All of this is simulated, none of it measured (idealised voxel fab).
This is a process module. Its name is voxel wiring stack.
Pictured: cross-section cut, 145 nm wide, on a grid of 5 nm square cells.
Bands, listed from the top down, are how a cross-section gets written in this document; the cross-section itself is a grid of square cells, and a band is one or more rows of them.
Top, bottom (nm), then materials left to right with widths (nm); lone material tagged "all across" fills the whole band edge to edge; "empty" = empty space.
Note: height 0 marks the level under which the wafer is uniformly one material as received. Lowest band unbounded below, written "0 down".
A width given as "30 to 40" starts at the first number in the band's top row and ends at the second number in its bottom row, shifting by an equal amount at every step from row to row.
A step reported as "stayed the same" is a step in which no cell of the cross-section changed.
What "Completely sealed voids" gives you is every empty space of 8 cells or more that is cut off from the top. Each appears as width x height at distance, with the distance taken from the left edge and width, height and distance all in nm.
Anything after a step's settings on that line? It's the simulator's own note about the step.
overlay nm: for a step with a mask, the amount by which the mask lay right of where it was planned; a negative amount means left of it.
Pairs follow: section before one process step, section after it down to the lowest changed band, step with settings underneath. Pairs may come from different runs of this module on the same starting wafer; continuity with the pair above only as stated in the "Before processing" entry.
BEFORE PROCESSING
- 115 to 100 | 30 empty; 25 Ru; 30 empty; 25 Ru; 35 empty
- 100 to 95 | 30 empty; 25 TiN; 30 empty; 25 TiN; 35 empty
- 95 to 75 | 30 SiO2; 15 Ru; 100 SiO2
- 75 to 70 | 30 SiCN; 15 Ru; 100 SiCN
- 70 to 60 | 30 SiO2; 5 TiN; 15 Ru; 5 TiN; 30 SiO2; 5 TiN; 15 Ru; 5 TiN; 35 SiO2
- 60 to 55 | 30 SiO2; 5 TiN; 5 Ru; 15 TiN; 30 SiO2; 25 TiN; 35 SiO2
- 55 to 40 | 30 SiO2; 5 TiN; 5 Ru; 5 TiN; 100 SiO2
- 40 to 35 | 30 SiCN; 15 TiN; 100 SiCN
- 35 to 30 | 25 SiO2; 35 SiCN; 20 SiO2; 35 SiCN; 30 SiO2
- 30 to 15 | 25 SiO2; 5 SiCN; 25 W; 5 SiCN; 20 SiO2; 5 SiCN; 25 W; 5 SiCN; 30 SiO2
- 15 to 10 | 30 SiCN; 25 TiN; 30 SiCN; 25 TiN; 35 SiCN
- 10 to 0 | SiO2 all across
- 0 down | Si all across
- Completely sealed voids: none
AFTER THE STEP
- 125 to 115 | SiO2 all across
- 115 to 100 | 30 SiO2; 25 Ru; 30 SiO2; 25 Ru; 35 SiO2
- 100 to 95 | 30 SiO2; 25 TiN; 30 SiO2; 25 TiN; 35 SiO2
- For the remainder of the cross-section, below 95, there is no change.
- Completely sealed voids: none
Step lying between the two cross-sections just above: FILL_DEP | material SiO2 | thk nm 10
Before processing: as in the pair right above, post-step view.
AFTER THE STEP
- 115 to 100 | 30 SiO2; 25 Ru; 30 SiO2; 25 Ru; 35 SiO2
- For the remainder of the cross-section, below 100, there is no change.
- Completely sealed voids: none
Step lying between the two cross-sections just above: CMP | height nm 115
Before processing: as in the pair right above, post-step view.
AFTER THE STEP
- 120 to 115 | SiN all across
- For the remainder of the cross-section, below 115, there is no change.
- Completely sealed voids: none
Step lying between the two cross-sections just above: CONFORMAL_DEP | material SiN | thk nm 5
BEFORE PROCESSING
- 115 to 100 | Ru all across
- 100 to 95 | TiN all across
- 95 to 75 | 30 SiO2; 15 Ru; 100 SiO2
- 75 to 70 | 30 SiCN; 15 Ru; 100 SiCN
- 70 to 55 | 30 SiO2; 5 TiN; 15 Ru; 5 TiN; 30 SiO2; 5 TiN; 15 Ru; 5 TiN; 35 SiO2
- 55 to 50 | 30 SiO2; 5 TiN; 5 Ru; 15 TiN; 30 SiO2; 25 TiN; 35 SiO2
- 50 to 35 | 30 SiO2; 5 TiN; 5 Ru; 5 TiN; 100 SiO2
- 35 to 30 | 30 SiCN; 15 TiN; 100 SiCN
- 30 to 15 | 25 SiO2; 5 SiCN; 25 W; 5 SiCN; 20 SiO2; 5 SiCN; 25 W; 5 SiCN; 30 SiO2
- 15 to 10 | 30 SiCN; 25 TiN; 30 SiCN; 25 TiN; 35 SiCN
- 10 to 0 | SiO2 all across
- 0 down | Si all across
- Completely sealed voids: none
AFTER THE STEP
- 130 to 115 | 30 empty; 30 resist; 25 empty; 30 resist; 30 empty
- For the remainder of the cross-section, below 115, there is no change.
- Completely sealed voids: none
Step lying between the two cross-sections just above: PATTERN | tone cover | mask id METAL_3 | material resist | width nm 30 | pitch nm 55 | thk nm 15 | overlay nm 0
Before processing: as in the pair right above, post-step view.
AFTER THE STEP
- 130 to 115 | 30 empty; 30 resist; 25 empty; 30 resist; 30 empty
- 115 to 100 | 30 empty; 30 Ru; 25 empty; 30 Ru; 30 empty
- For the remainder of the cross-section, below 100, there is no change.
- Completely sealed voids: none
Step lying between the two cross-sections just above: DIRECTIONAL_ETCH | etch materials Ru | depth nm 15
Before processing: as in the pair right above, post-step view.
AFTER THE STEP
- 130 to 115 | 30 empty; 30 resist; 25 empty; 30 resist; 30 empty
- 115 to 100 | 30 empty; 30 Ru; 25 empty; 30 Ru; 30 empty
- 100 to 95 | 30 empty; 30 TiN; 25 empty; 30 TiN; 30 empty
- For the remainder of the cross-section, below 95, there is no change.
- Completely sealed voids: none
Step lying between the two cross-sections just above: DIRECTIONAL_ETCH | etch materials TiN | depth nm 5
Before processing: as in the pair right above, post-step view.
AFTER THE STEP
- 115 to 100 | 30 empty; 30 Ru; 25 empty; 30 Ru; 30 empty
- For the remainder of the cross-section, below 100, there is no change.
- Completely sealed voids: none
Step lying between the two cross-sections just above: STRIP | etch materials resist
Before processing: as in the pair right above, post-step view.
AFTER THE STEP
- 125 to 115 | SiO2 all across
- 115 to 100 | 30 SiO2; 30 Ru; 25 SiO2; 30 Ru; 30 SiO2
- 100 to 95 | 30 SiO2; 30 TiN; 25 SiO2; 30 TiN; 30 SiO2
- For the remainder of the cross-section, below 95, there is no change.
- Completely sealed voids: none
Step lying between the two cross-sections just above: FILL_DEP | material SiO2 | thk nm 10
Before processing: as in the pair right above, post-step view.
AFTER THE STEP
- 115 to 100 | 30 SiO2; 30 Ru; 25 SiO2; 30 Ru; 30 SiO2
- For the remainder of the cross-section, below 100, there is no change.
- Completely sealed voids: none
Step lying between the two cross-sections just above: CMP | height nm 115
Before processing: as in the pair right above, post-step view.
AFTER THE STEP
- 120 to 115 | SiN all across
- For the remainder of the cross-section, below 115, there is no change.
- Completely sealed voids: none
Step lying between the two cross-sections just above: CONFORMAL_DEP | material SiN | thk nm 5
BEFORE PROCESSING
- 45 to 30 | aC all across
- 30 to 15 | W all across
- 15 to 10 | TiN all across
- 10 to 0 | SiO2 all across
- 0 down | Si all across
- Completely sealed voids: none
AFTER THE STEP
- 75 to 45 | 40 empty; 25 resist; 30 empty; 25 resist; 25 empty
- For the remainder of the cross-section, below 45, there is no change.
- Completely sealed voids: none
Step lying between the two cross-sections just above: PATTERN | tone cover | mask id METAL_1 | material resist | width nm 25 | pitch nm 55 | thk nm 30 | overlay nm 10
Before processing: as in the pair right above, post-step view.
AFTER THE STEP
- 60 to 45 | 40 empty; 25 resist; 30 empty; 25 resist; 25 empty
- 45 to 30 | 40 empty; 25 aC; 30 empty; 25 aC; 25 empty
- For the remainder of the cross-section, below 30, there is no change.
- Completely sealed voids: none
Step lying between the two cross-sections just above: DIRECTIONAL_ETCH | etch materials aC | depth nm 15
Before processing: as in the pair right above, post-step view.
AFTER THE STEP
- 45 to 30 | 40 empty; 25 aC; 30 empty; 25 aC; 25 empty
- For the remainder of the cross-section, below 30, there is no change.
- Completely sealed voids: none
Step lying between the two cross-sections just above: STRIP | etch materials resist
Before processing: as in the pair right above, post-step view.
AFTER THE STEP
- 45 to 30 | 40 empty; 25 aC; 30 empty; 25 aC; 25 empty
- 30 to 15 | 40 empty; 25 W; 30 empty; 25 W; 25 empty
- For the remainder of the cross-section, below 15, there is no change.
- Completely sealed voids: none
Step lying between the two cross-sections just above: DIRECTIONAL_ETCH | etch materials W | depth nm 15
Before processing: as in the pair right above, post-step view.
AFTER THE STEP
- 45 to 30 | 40 empty; 25 aC; 30 empty; 25 aC; 25 empty
- 30 to 15 | 40 empty; 25 W; 30 empty; 25 W; 25 empty
- 15 to 10 | 40 empty; 25 TiN; 30 empty; 25 TiN; 25 empty
- For the remainder of the cross-section, below 10, there is no change.
- Completely sealed voids: none
Step lying between the two cross-sections just above: DIRECTIONAL_ETCH | etch materials TiN | depth nm 5
Before processing: as in the pair right above, post-step view.
AFTER THE STEP
- 30 to 15 | 40 empty; 25 W; 30 empty; 25 W; 25 empty
- For the remainder of the cross-section, below 15, there is no change.
- Completely sealed voids: none
Step lying between the two cross-sections just above: STRIP | etch materials aC
Before processing: as in the pair right above, post-step view.
AFTER THE STEP
- 35 to 30 | 35 empty; 35 SiCN; 20 empty; 35 SiCN; 20 empty
- 30 to 15 | 35 empty; 5 SiCN; 25 W; 5 SiCN; 20 empty; 5 SiCN; 25 W; 5 SiCN; 20 empty
- 15 to 10 | 40 SiCN; 25 TiN; 30 SiCN; 25 TiN; 25 SiCN
- For the remainder of the cross-section, below 10, there is no change.
- Completely sealed voids: none
Step lying between the two cross-sections just above: CONFORMAL_DEP | material SiCN | thk nm 5
Before processing: as in the pair right above, post-step view.
AFTER THE STEP
- 40 to 35 | SiO2 all across
- 35 to 30 | 35 SiO2; 35 SiCN; 20 SiO2; 35 SiCN; 20 SiO2
- 30 to 15 | 35 SiO2; 5 SiCN; 25 W; 5 SiCN; 20 SiO2; 5 SiCN; 25 W; 5 SiCN; 20 SiO2
- For the remainder of the cross-section, below 15, there is no change.
- Completely sealed voids: none
Step lying between the two cross-sections just above: FILL_DEP | material SiO2 | thk nm 5
Before processing: as in the pair right above, post-step view.
AFTER THE STEP
- 30 to 15 | 35 SiO2; 5 SiCN; 25 W; 5 SiCN; 20 SiO2; 5 SiCN; 25 W; 5 SiCN; 20 SiO2
- For the remainder of the cross-section, below 15, there is no change.
- Completely sealed voids: none
Step lying between the two cross-sections just above: CMP | height nm 30
Before processing: as in the pair right above, post-step view.
AFTER THE STEP
- 35 to 30 | SiCN all across
- For the remainder of the cross-section, below 30, there is no change.
- Completely sealed voids: none
Step lying between the two cross-sections just above: CONFORMAL_DEP | material SiCN | thk nm 5
Before processing: as in the pair right above, post-step view.
AFTER THE STEP
- 70 to 35 | SiO2 all across
- For the remainder of the cross-section, below 35, there is no change.
- Completely sealed voids: none
Step lying between the two cross-sections just above: DIRECTIONAL_DEP | material SiO2 | thk nm 35
Before processing: as in the pair right above, post-step view.
AFTER THE STEP
- 70 to 35 | 30 SiO2; 15 empty; 100 SiO2
- For the remainder of the cross-section, below 35, there is no change.
- Completely sealed voids: none
Step lying between the two cross-sections just above: MASKED_ETCH | tone open | mask id METAL_2_HOLES | width nm 15 | etch materials SiO2 | depth nm 35 | overlay nm 0
Before processing: as in the pair right above, post-step view.
AFTER THE STEP
- 90 to 70 | 30 resist; 25 empty; 30 resist; 25 empty; 35 resist
- For the remainder of the cross-section, below 70, there is no change.
- Completely sealed voids: none
Step lying between the two cross-sections just above: PATTERN | tone open | mask id METAL_2 | material resist | width nm 25 | pitch nm 55 | thk nm 20 | overlay nm 0
Before processing: as in the pair right above, post-step view.
AFTER THE STEP
- 90 to 70 | 30 resist; 25 empty; 30 resist; 25 empty; 35 resist
- 70 to 50 | 30 SiO2; 25 empty; 30 SiO2; 25 empty; 35 SiO2
- For the remainder of the cross-section, below 50, there is no change.
- Completely sealed voids: none
Step lying between the two cross-sections just above: DIRECTIONAL_ETCH | etch materials SiO2 | depth nm 20
Before processing: as in the pair right above, post-step view.
AFTER THE STEP
- 90 to 70 | 30 resist; 25 empty; 30 resist; 25 empty; 35 resist
- 70 to 50 | 30 SiO2; 25 empty; 30 SiO2; 25 empty; 35 SiO2
- 50 to 35 | 30 SiO2; 15 empty; 100 SiO2
- 35 to 30 | 30 SiCN; 15 empty; 100 SiCN
- For the remainder of the cross-section, below 30, there is no change.
- Completely sealed voids: none
Step lying between the two cross-sections just above: DIRECTIONAL_ETCH | etch materials SiCN | depth nm 5
Before processing: as in the pair right above, post-step view.
AFTER THE STEP
- 70 to 50 | 30 SiO2; 25 empty; 30 SiO2; 25 empty; 35 SiO2
- For the remainder of the cross-section, below 50, there is no change.
- Completely sealed voids: none
Step lying between the two cross-sections just above: STRIP | etch materials resist
Before processing: as in the pair right above, post-step view.
AFTER THE STEP
- 75 to 70 | 35 TiN; 15 empty; 40 TiN; 15 empty; 40 TiN
- 70 to 55 | 30 SiO2; 5 TiN; 15 empty; 5 TiN; 30 SiO2; 5 TiN; 15 empty; 5 TiN; 35 SiO2
- 55 to 50 | 30 SiO2; 5 TiN; 5 empty; 15 TiN; 30 SiO2; 25 TiN; 35 SiO2
- 50 to 35 | 30 SiO2; 5 TiN; 5 empty; 5 TiN; 100 SiO2
- 35 to 30 | 30 SiCN; 15 TiN; 100 SiCN
- For the remainder of the cross-section, below 30, there is no change.
- Completely sealed voids: none
Step lying between the two cross-sections just above: CONFORMAL_DEP | material TiN | thk nm 5
Before processing: as in the pair right above, post-step view.
AFTER THE STEP
- 85 to 75 | Ru all across
- 75 to 70 | 35 TiN; 15 Ru; 40 TiN; 15 Ru; 40 TiN
- 70 to 55 | 30 SiO2; 5 TiN; 15 Ru; 5 TiN; 30 SiO2; 5 TiN; 15 Ru; 5 TiN; 35 SiO2
- 55 to 50 | 30 SiO2; 5 TiN; 5 Ru; 15 TiN; 30 SiO2; 25 TiN; 35 SiO2
- 50 to 35 | 30 SiO2; 5 TiN; 5 Ru; 5 TiN; 100 SiO2
- For the remainder of the cross-section, below 35, there is no change.
- Completely sealed voids: none
Step lying between the two cross-sections just above: FILL_DEP | material Ru | thk nm 10
Before processing: as in the pair right above, post-step view.
AFTER THE STEP
- 70 to 55 | 30 SiO2; 5 TiN; 15 Ru; 5 TiN; 30 SiO2; 5 TiN; 15 Ru; 5 TiN; 35 SiO2
- For the remainder of the cross-section, below 55, there is no change.
- Completely sealed voids: none
Step lying between the two cross-sections just above: CMP | height nm 70
Before processing: as in the pair right above, post-step view.
AFTER THE STEP
- 75 to 70 | SiCN all across
- For the remainder of the cross-section, below 70, there is no change.
- Completely sealed voids: none
Step lying between the two cross-sections just above: CONFORMAL_DEP | material SiCN | thk nm 5
Before processing: as in the pair right above, post-step view.
AFTER THE STEP
- 95 to 75 | SiO2 all across
- For the remainder of the cross-section, below 75, there is no change.
- Completely sealed voids: none
Step lying between the two cross-sections just above: DIRECTIONAL_DEP | material SiO2 | thk nm 20
Before processing: as in the pair right above, post-step view.
AFTER THE STEP
- 105 to 95 | aC all across
- For the remainder of the cross-section, below 95, there is no change.
- Completely sealed voids: none
Step lying between the two cross-sections just above: DIRECTIONAL_DEP | material aC | thk nm 10
Before processing: as in the pair right above, post-step view.
AFTER THE STEP
- 130 to 105 | 30 resist; 15 empty; 100 resist
- For the remainder of the cross-section, below 105, there is no change.
- Completely sealed voids: none
Step lying between the two cross-sections just above: PATTERN | tone open | mask id PLUG_2 | material resist | width nm 15 | thk nm 25 | overlay nm 0
Before processing: as in the pair right above, post-step view.
AFTER THE STEP
- 120 to 105 | 30 resist; 15 empty; 100 resist
- 105 to 95 | 30 aC; 15 empty; 100 aC
- For the remainder of the cross-section, below 95, there is no change.
- Completely sealed voids: none
Step lying between the two cross-sections just above: DIRECTIONAL_ETCH | etch materials aC | depth nm 10
Before processing: as in the pair right above, post-step view.
AFTER THE STEP
- 105 to 95 | 30 aC; 15 empty; 100 aC
- For the remainder of the cross-section, below 95, there is no change.
- Completely sealed voids: none
Step lying between the two cross-sections just above: STRIP | etch materials resist
Before processing: as in the pair right above, post-step view.
AFTER THE STEP
- 105 to 95 | 30 aC; 15 empty; 100 aC
- 95 to 75 | 30 SiO2; 15 empty; 100 SiO2
- For the remainder of the cross-section, below 75, there is no change.
- Completely sealed voids: none
Step lying between the two cross-sections just above: DIRECTIONAL_ETCH | etch materials SiO2 | depth nm 20
Before processing: as in the pair right above, post-step view.
AFTER THE STEP
- 105 to 95 | 30 aC; 15 empty; 100 aC
- 95 to 75 | 30 SiO2; 15 empty; 100 SiO2
- 75 to 70 | 30 SiCN; 15 empty; 100 SiCN
- For the remainder of the cross-section, below 70, there is no change.
- Completely sealed voids: none
Step lying between the two cross-sections just above: DIRECTIONAL_ETCH | etch materials SiCN | depth nm 5
Before processing: as in the pair right above, post-step view.
AFTER THE STEP
- 95 to 75 | 30 SiO2; 15 empty; 100 SiO2
- For the remainder of the cross-section, below 75, there is no change.
- Completely sealed voids: none
Step lying between the two cross-sections just above: STRIP | etch materials aC
Before processing: as in the pair right above, post-step view.
AFTER THE STEP
- 95 to 80 | 30 SiO2; 15 empty; 100 SiO2
- 80 to 75 | 30 SiO2; 15 Ru; 100 SiO2
- 75 to 70 | 30 SiCN; 15 Ru; 100 SiCN
- For the remainder of the cross-section, below 70, there is no change.
- Completely sealed voids: none
Step lying between the two cross-sections just above: EPI | material Ru | thk nm 10
Before processing: as in the pair right above, post-step view.
AFTER THE STEP
- 95 to 90 | 30 SiO2; 15 empty; 100 SiO2
- 90 to 75 | 30 SiO2; 15 Ru; 100 SiO2
- For the remainder of the cross-section, below 75, there is no change.
- Completely sealed voids: none
Step lying between the two cross-sections just above: EPI | material Ru | thk nm 10
Before processing: as in the pair right above, post-step view.
AFTER THE STEP
- 95 to 75 | 30 SiO2; 15 Ru; 100 SiO2
- For the remainder of the cross-section, below 75, there is no change.
- Completely sealed voids: none
Step lying between the two cross-sections just above: EPI | material Ru | thk nm 5
Before processing: as in the pair right above, post-step view.
AFTER THE STEP
- 100 to 95 | TiN all across
- For the remainder of the cross-section, below 95, there is no change.
- Completely sealed voids: none
Step lying between the two cross-sections just above: DIRECTIONAL_DEP | material TiN | thk nm 5
Before processing: as in the pair right above, post-step view.
AFTER THE STEP
- 115 to 100 | Ru all across
- For the remainder of the cross-section, below 100, there is no change.
- Completely sealed voids: none
Step lying between the two cross-sections just above: DIRECTIONAL_DEP | material Ru | thk nm 15
Before processing: as in the pair right above, post-step view.
AFTER THE STEP
- 130 to 115 | 30 empty; 25 resist; 30 empty; 25 resist; 35 empty
- For the remainder of the cross-section, below 115, there is no change.
- Completely sealed voids: none
Step lying between the two cross-sections just above: PATTERN | tone cover | mask id METAL_3 | material resist | width nm 25 | pitch nm 55 | thk nm 15 | overlay nm 0
Before processing: as in the pair right above, post-step view.
AFTER THE STEP
- 130 to 115 | 30 empty; 25 resist; 30 empty; 25 resist; 35 empty
- 115 to 100 | 30 empty; 25 Ru; 30 empty; 25 Ru; 35 empty
- For the remainder of the cross-section, below 100, there is no change.
- Completely sealed voids: none
Step lying between the two cross-sections just above: DIRECTIONAL_ETCH | etch materials Ru | depth nm 15
Before processing: as in the pair right above, post-step view.
AFTER THE STEP
- 130 to 115 | 30 empty; 25 resist; 30 empty; 25 resist; 35 empty
- 115 to 100 | 30 empty; 25 Ru; 30 empty; 25 Ru; 35 empty
- 100 to 95 | 30 empty; 25 TiN; 30 empty; 25 TiN; 35 empty
- For the remainder of the cross-section, below 95, there is no change.
- Completely sealed voids: none
Step lying between the two cross-sections just above: DIRECTIONAL_ETCH | etch materials TiN | depth nm 5
Before processing: as in the pair right above, post-step view.
AFTER THE STEP
- 115 to 100 | 30 empty; 25 Ru; 30 empty; 25 Ru; 35 empty
- For the remainder of the cross-section, below 100, there is no change.
- Completely sealed voids: none
Step lying between the two cross-sections just above: STRIP | etch materials resist
Before processing: as in the pair right above, post-step view.
AFTER THE STEP
- 125 to 115 | SiO2 all across
- 115 to 100 | 30 SiO2; 25 Ru; 30 SiO2; 25 Ru; 35 SiO2
- 100 to 95 | 30 SiO2; 25 TiN; 30 SiO2; 25 TiN; 35 SiO2
- For the remainder of the cross-section, below 95, there is no change.
- Completely sealed voids: none
Step lying between the two cross-sections just above: FILL_DEP | material SiO2 | thk nm 10
Before processing: as in the pair right above, post-step view.
AFTER THE STEP
- 115 to 100 | 30 SiO2; 25 Ru; 30 SiO2; 25 Ru; 35 SiO2
- For the remainder of the cross-section, below 100, there is no change.
- Completely sealed voids: none
Step lying between the two cross-sections just above: CMP | height nm 115
Before processing: as in the pair right above, post-step view.
AFTER THE STEP
- 120 to 115 | SiN all across
- For the remainder of the cross-section, below 115, there is no change.
- Completely sealed voids: none
Step lying between the two cross-sections just above: CONFORMAL_DEP | material SiN | thk nm 5
BEFORE PROCESSING
- 95 to 75 | 30 SiO2; 15 Ru; 100 SiO2
- 75 to 70 | 30 SiCN; 15 Ru; 100 SiCN
- 70 to 55 | 30 SiO2; 5 TiN; 15 Ru; 5 TiN; 30 SiO2; 5 TiN; 15 Ru; 5 TiN; 35 SiO2
- 55 to 50 | 30 SiO2; 5 TiN; 5 Ru; 15 TiN; 30 SiO2; 25 TiN; 35 SiO2
- 50 to 35 | 30 SiO2; 5 TiN; 5 Ru; 5 TiN; 100 SiO2
- 35 to 30 | 30 SiCN; 15 TiN; 100 SiCN
- 30 to 15 | 25 SiO2; 5 SiCN; 25 W; 5 SiCN; 20 SiO2; 5 SiCN; 25 W; 5 SiCN; 30 SiO2
- 15 to 10 | 30 SiCN; 25 TiN; 30 SiCN; 25 TiN; 35 SiCN
- 10 to 0 | SiO2 all across
- 0 down | Si all across
- Completely sealed voids: none
AFTER THE STEP
- 100 to 95 | aC all across
- For the remainder of the cross-section, below 95, there is no change.
- Completely sealed voids: none
Step lying between the two cross-sections just above: DIRECTIONAL_DEP | material aC | thk nm 5
Before processing: as in the pair right above, post-step view.
AFTER THE STEP
- 115 to 100 | Ru all across
- For the remainder of the cross-section, below 100, there is no change.
- Completely sealed voids: none
Step lying between the two cross-sections just above: DIRECTIONAL_DEP | material Ru | thk nm 15
Before processing: as in the pair right above, post-step view.
AFTER THE STEP
- 130 to 115 | 30 empty; 25 resist; 30 empty; 25 resist; 35 empty
- For the remainder of the cross-section, below 115, there is no change.
- Completely sealed voids: none
Step lying between the two cross-sections just above: PATTERN | tone cover | mask id METAL_3 | material resist | width nm 25 | pitch nm 55 | thk nm 15 | overlay nm 0
Before processing: as in the pair right above, post-step view.
AFTER THE STEP
- 130 to 115 | 30 empty; 25 resist; 30 empty; 25 resist; 35 empty
- 115 to 100 | 30 empty; 25 Ru; 30 empty; 25 Ru; 35 empty
- For the remainder of the cross-section, below 100, there is no change.
- Completely sealed voids: none
Step lying between the two cross-sections just above: DIRECTIONAL_ETCH | etch materials Ru | depth nm 15
Before processing: as in the pair right above, post-step view.
AFTER THE STEP
- 115 to 100 | 30 empty; 25 Ru; 30 empty; 25 Ru; 35 empty
- For the remainder of the cross-section, below 100, there is no change.
- Completely sealed voids: none
Step lying between the two cross-sections just above: STRIP | etch materials resist
Before processing: as in the pair right above, post-step view.
AFTER THE STEP
- 125 to 115 | SiO2 all across
- 115 to 100 | 30 SiO2; 25 Ru; 30 SiO2; 25 Ru; 35 SiO2
- For the remainder of the cross-section, below 100, there is no change.
- Completely sealed voids: none
Step lying between the two cross-sections just above: FILL_DEP | material SiO2 | thk nm 10
Before processing: as in the pair right above, post-step view.
AFTER THE STEP
- 115 to 100 | 30 SiO2; 25 Ru; 30 SiO2; 25 Ru; 35 SiO2
- For the remainder of the cross-section, below 100, there is no change.
- Completely sealed voids: none
Step lying between the two cross-sections just above: CMP | height nm 115
Before processing: as in the pair right above, post-step view.
AFTER THE STEP
- 120 to 115 | SiN all across
- For the remainder of the cross-section, below 115, there is no change.
- Completely sealed voids: none
Step lying between the two cross-sections just above: CONFORMAL_DEP | material SiN | thk nm 5
BEFORE PROCESSING
- 115 to 100 | Ru all across
- 100 to 95 | TiN all across
- 95 to 75 | 30 SiO2; 15 Ru; 100 SiO2
- 75 to 70 | 30 SiCN; 15 Ru; 100 SiCN
- 70 to 55 | 30 SiO2; 5 TiN; 15 Ru; 5 TiN; 30 SiO2; 5 TiN; 15 Ru; 5 TiN; 35 SiO2
- 55 to 50 | 30 SiO2; 5 TiN; 5 Ru; 15 TiN; 30 SiO2; 25 TiN; 35 SiO2
- 50 to 35 | 30 SiO2; 5 TiN; 5 Ru; 5 TiN; 100 SiO2
- 35 to 30 | 30 SiCN; 15 TiN; 100 SiCN
- 30 to 15 | 25 SiO2; 5 SiCN; 25 W; 5 SiCN; 20 SiO2; 5 SiCN; 25 W; 5 SiCN; 30 SiO2
- 15 to 10 | 30 SiCN; 25 TiN; 30 SiCN; 25 TiN; 35 SiCN
- 10 to 0 | SiO2 all across
- 0 down | Si all across
- Completely sealed voids: none
AFTER THE STEP
- 130 to 115 | 30 resist; 25 empty; 30 resist; 25 empty; 35 resist
- For the remainder of the cross-section, below 115, there is no change.
- Completely sealed voids: none
Step lying between the two cross-sections just above: PATTERN | tone open | mask id METAL_3 | material resist | width nm 25 | pitch nm 55 | thk nm 15 | overlay nm 0
Before processing: as in the pair right above, post-step view.
AFTER THE STEP
- 130 to 115 | 30 resist; 25 empty; 30 resist; 25 empty; 35 resist
- 115 to 100 | 30 Ru; 25 empty; 30 Ru; 25 empty; 35 Ru
- For the remainder of the cross-section, below 100, there is no change.
- Completely sealed voids: none
Step lying between the two cross-sections just above: DIRECTIONAL_ETCH | etch materials Ru | depth nm 15
Before processing: as in the pair right above, post-step view.
AFTER THE STEP
- 130 to 115 | 30 resist; 25 empty; 30 resist; 25 empty; 35 resist
- 115 to 100 | 30 Ru; 25 empty; 30 Ru; 25 empty; 35 Ru
- 100 to 95 | 30 TiN; 25 empty; 30 TiN; 25 empty; 35 TiN
- For the remainder of the cross-section, below 95, there is no change.
- Completely sealed voids: none
Step lying between the two cross-sections just above: DIRECTIONAL_ETCH | etch materials TiN | depth nm 5
Before processing: as in the pair right above, post-step view.
AFTER THE STEP
- 115 to 100 | 30 Ru; 25 empty; 30 Ru; 25 empty; 35 Ru
- For the remainder of the cross-section, below 100, there is no change.
- Completely sealed voids: none
Step lying between the two cross-sections just above: STRIP | etch materials resist
Before processing: as in the pair right above, post-step view.
AFTER THE STEP
- 125 to 115 | SiO2 all across
- 115 to 100 | 30 Ru; 25 SiO2; 30 Ru; 25 SiO2; 35 Ru
- 100 to 95 | 30 TiN; 25 SiO2; 30 TiN; 25 SiO2; 35 TiN
- For the remainder of the cross-section, below 95, there is no change.
- Completely sealed voids: none
Step lying between the two cross-sections just above: FILL_DEP | material SiO2 | thk nm 10
Before processing: as in the pair right above, post-step view.
AFTER THE STEP
- 115 to 100 | 30 Ru; 25 SiO2; 30 Ru; 25 SiO2; 35 Ru
- For the remainder of the cross-section, below 100, there is no change.
- Completely sealed voids: none
Step lying between the two cross-sections just above: CMP | height nm 115
Before processing: as in the pair right above, post-step view.
AFTER THE STEP
- 120 to 115 | SiN all across
- For the remainder of the cross-section, below 115, there is no change.
- Completely sealed voids: none
Step lying between the two cross-sections just above: CONFORMAL_DEP | material SiN | thk nm 5
